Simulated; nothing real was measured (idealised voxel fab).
You're looking at the process module voxel wiring stack.
Cross-sectional view cut (width: 230 nm; square cell size: 5 nm).
Cross-sections here: square-cell grids, written as top-down lists of bands, a band being one or more rows of cells. The band entry comprises the height of the band's top followed by the height of its bottom, expressed in nm, and subsequently the band's materials from left to right, each stated together with its width in nm. Where a single material is marked with the word "throughout", that material fills the band from edge to edge. The word "blank" represents empty space. Where do heights start? At 0: under that level the wafer as delivered is made of one material only. And the lowest band has no floor; it just carries on downward, as in "z 0 and below". A two-number width, for instance "30..40", indicates that the width is equal to the first number in the top row of the band and to the second number in the bottom row, and that it changes by a constant amount per row of cells. "no change occurred", as given for a step, is the statement that not any cell of the cross-section underwent a change during that step. Basically, "Trapped cavities" tells you about the enclosed voids: empty spaces with no open way to the top, 8 cells or bigger, each written width x height at distance, where distance is from the left edge, all in nm. Text after the settings on a step's line: the simulator's own remark on that step. overlay nm: on a step with a mask, how far right of its planned place the mask lay; negative means left.

-- Intended process steps
1: RECEIVE: material Si
2: CONFORMAL_DEP: material SiO2, thk nm 10
3: DIRECTIONAL_DEP: material TiN, thk nm 5
4: DIRECTIONAL_DEP: material W, thk nm 25
5: MASKED_ETCH: tone cover, mask id METAL_1, width nm 25, pitch nm 40, etch materials W, depth nm 25, overlay nm 0
6: MASKED_ETCH: tone cover, mask id METAL_1, width nm 25, pitch nm 40, etch materials TiN, depth nm 5, overlay nm 0
7: CONFORMAL_DEP: material SiCN, thk nm 5
8: FILL_DEP: material lowk, thk nm 10
9: CMP: height nm 40
10: CONFORMAL_DEP: material SiCN, thk nm 5
11: DIRECTIONAL_DEP: material SiO2, thk nm 10
12: PATTERN: tone open, mask id PLUG_1, material resist, width nm 15, thk nm 20, overlay nm 0
13: DIRECTIONAL_ETCH: etch materials SiO2, depth nm 10
14: DIRECTIONAL_ETCH: etch materials SiCN, depth nm 5
15: STRIP: etch materials resist
16: CONFORMAL_DEP: material TiN, thk nm 5
17: FILL_DEP: material Ru, thk nm 5
18: CMP: height nm 55
19: CONFORMAL_DEP: material SiCN, thk nm 5
20: DIRECTIONAL_DEP: material lowk, thk nm 25
21: MASKED_ETCH: tone open, mask id METAL_2, width nm 25, pitch nm 40, etch materials lowk, depth nm 25, overlay nm 0
22: MASKED_ETCH: tone open, mask id METAL_2, width nm 25, pitch nm 40, etch materials SiCN, depth nm 5, overlay nm 0
23: CONFORMAL_DEP: material TiN, thk nm 5
24: FILL_DEP: material Cu, thk nm 5
25: CMP: height nm 85
26: CONFORMAL_DEP: material SiCN, thk nm 5
27: DIRECTIONAL_DEP: material lowk, thk nm 10
28: MASKED_ETCH: tone open, mask id PLUG_2, width nm 15, etch materials lowk, depth nm 10, overlay nm 0
29: MASKED_ETCH: tone open, mask id PLUG_2, width nm 15, etch materials SiCN, depth nm 5, overlay nm 0
30: CONFORMAL_DEP: material TiN, thk nm 5
31: FILL_DEP: material Cu, thk nm 5
32: CMP: height nm 100
33: DIRECTIONAL_DEP: material TiN, thk nm 5
34: DIRECTIONAL_DEP: material W, thk nm 25
35: DIRECTIONAL_DEP: material aC, thk nm 10
36: PATTERN: tone cover, mask id METAL_3, material resist, width nm 25, pitch nm 40, thk nm 25, overlay nm 0
37: DIRECTIONAL_ETCH: etch materials aC, depth nm 10
38: STRIP: etch materials resist
39: DIRECTIONAL_ETCH: etch materials W, depth nm 25
40: DIRECTIONAL_ETCH: etch materials TiN, depth nm 5
41: STRIP: etch materials aC
42: FILL_DEP: material lowk, thk nm 10
43: CMP: height nm 130
44: CONFORMAL_DEP: material SiCN, thk nm 5
45: DIRECTIONAL_DEP: material lowk, thk nm 10
46: MASKED_ETCH: tone open, mask id PLUG_3, width nm 15, etch materials lowk, depth nm 10, overlay nm 0
47: MASKED_ETCH: tone open, mask id PLUG_3, width nm 15, etch materials SiCN, depth nm 5, overlay nm 0
48: CONFORMAL_DEP: material TiN, thk nm 5
49: FILL_DEP: material W, thk nm 10
50: CMP: height nm 145
51: CONFORMAL_DEP: material SiN, thk nm 5
52: DIRECTIONAL_DEP: material SiO2, thk nm 25
53: MASKED_ETCH: tone open, mask id METAL_4, width nm 25, pitch nm 40, etch materials SiO2, depth nm 25, overlay nm 0
54: MASKED_ETCH: tone open, mask id METAL_4, width nm 25, pitch nm 40, etch materials SiN, depth nm 5, overlay nm 0
55: CONFORMAL_DEP: material TiN, thk nm 5
56: FILL_DEP: material Ru, thk nm 10
57: CMP: height nm 175
58: EPI: material Ru, thk nm 5
59: FILL_DEP: material SiCN, thk nm 5

-- As-received wafer cross-section (after step 1)
	z 0 and below | Si throughout
	Trapped cavities: none

-- As-planned run: cross-section of the first of two wafers at end of module
	z 185 to 180 | SiCN throughout
	z 180 to 175 | 75 of SiCN, then 35 of Ru, then 5 of SiCN, then 35 of Ru, then 80 of SiCN
	z 175 to 150 | 80 of SiO2, then 5 of TiN, then 15 of Ru, then 5 of TiN, then 15 of SiO2, then 5 of TiN, then 15 of Ru, then 5 of TiN, then 85 of SiO2
	z 150 to 145 | 80 of SiN, then 25 of TiN, then 15 of SiN, then 25 of TiN, then 85 of SiN
	z 145 to 135 | 80 of lowk, then 5 of TiN, then 5 of W, then 5 of TiN, then 135 of lowk
	z 135 to 130 | 80 of SiCN, then 15 of TiN, then 135 of SiCN
	z 130 to 105 | 80 of lowk, then 25 of W, then 15 of lowk, then 25 of W, then 85 of lowk
	z 105 to 100 | 80 of lowk, then 25 of TiN, then 15 of lowk, then 25 of TiN, then 85 of lowk
	z 100 to 90 | 80 of lowk, then 5 of TiN, then 5 of Cu, then 5 of TiN, then 135 of lowk
	z 90 to 85 | 80 of SiCN, then 15 of TiN, then 135 of SiCN
	z 85 to 60 | 80 of lowk, then 5 of TiN, then 15 of Cu, then 5 of TiN, then 15 of lowk, then 5 of TiN, then 15 of Cu, then 5 of TiN, then 85 of lowk
	z 60 to 55 | 80 of SiCN, then 25 of TiN, then 15 of SiCN, then 25 of TiN, then 85 of SiCN
	z 55 to 45 | 80 of SiO2, then 5 of TiN, then 5 of Ru, then 5 of TiN, then 135 of SiO2
	z 45 to 40 | 80 of SiCN, then 15 of TiN, then 135 of SiCN
	z 40 to 15 | 75 of lowk, then 5 of SiCN, then 25 of W, then 5 of SiCN, then 5 of lowk, then 5 of SiCN, then 25 of W, then 5 of SiCN, then 80 of lowk
	z 15 to 10 | 80 of SiCN, then 25 of TiN, then 15 of SiCN, then 25 of TiN, then 85 of SiCN
	z 10 to 0 | SiO2 throughout
	z 0 and below | Si throughout
	Trapped cavities: none

-- second wafer at the end: like start, like plan, one mistake
	z 185 to 180 | SiO2 throughout
	z 180 to 175 | 75 of SiO2, then 35 of Ru, then 5 of SiO2, then 35 of Ru, then 80 of SiO2
	z 175 to 150 | 80 of SiO2, then 5 of TiN, then 15 of Ru, then 5 of TiN, then 15 of SiO2, then 5 of TiN, then 15 of Ru, then 5 of TiN, then 85 of SiO2
	z 150 to 145 | 80 of SiN, then 25 of TiN, then 15 of SiN, then 25 of TiN, then 85 of SiN
	z 145 to 135 | 80 of lowk, then 5 of TiN, then 5 of W, then 5 of TiN, then 135 of lowk
	z 135 to 130 | 80 of SiCN, then 15 of TiN, then 135 of SiCN
	z 130 to 105 | 80 of lowk, then 25 of W, then 15 of lowk, then 25 of W, then 85 of lowk
	z 105 to 100 | 80 of lowk, then 25 of TiN, then 15 of lowk, then 25 of TiN, then 85 of lowk
	z 100 to 90 | 80 of lowk, then 5 of TiN, then 5 of Cu, then 5 of TiN, then 135 of lowk
	z 90 to 85 | 80 of SiCN, then 15 of TiN, then 135 of SiCN
	z 85 to 60 | 80 of lowk, then 5 of TiN, then 15 of Cu, then 5 of TiN, then 15 of lowk, then 5 of TiN, then 15 of Cu, then 5 of TiN, then 85 of lowk
	z 60 to 55 | 80 of SiCN, then 25 of TiN, then 15 of SiCN, then 25 of TiN, then 85 of SiCN
	z 55 to 45 | 80 of SiO2, then 5 of TiN, then 5 of Ru, then 5 of TiN, then 135 of SiO2
	z 45 to 40 | 80 of SiCN, then 15 of TiN, then 135 of SiCN
	z 40 to 15 | 75 of lowk, then 5 of SiCN, then 25 of W, then 5 of SiCN, then 5 of lowk, then 5 of SiCN, then 25 of W, then 5 of SiCN, then 80 of lowk
	z 15 to 10 | 80 of SiCN, then 25 of TiN, then 15 of SiCN, then 25 of TiN, then 85 of SiCN
	z 10 to 0 | SiO2 throughout
	z 0 and below | Si throughout
	Trapped cavities: none
Here's what went sideways: the process deviated at step 59: the operation and settings actually run there were FILL_DEP: material SiO2, thk nm 5
FYI, end of process, the second wafer has more or fewer cells of some materials than the first: -78 SiCN; +78 SiO2
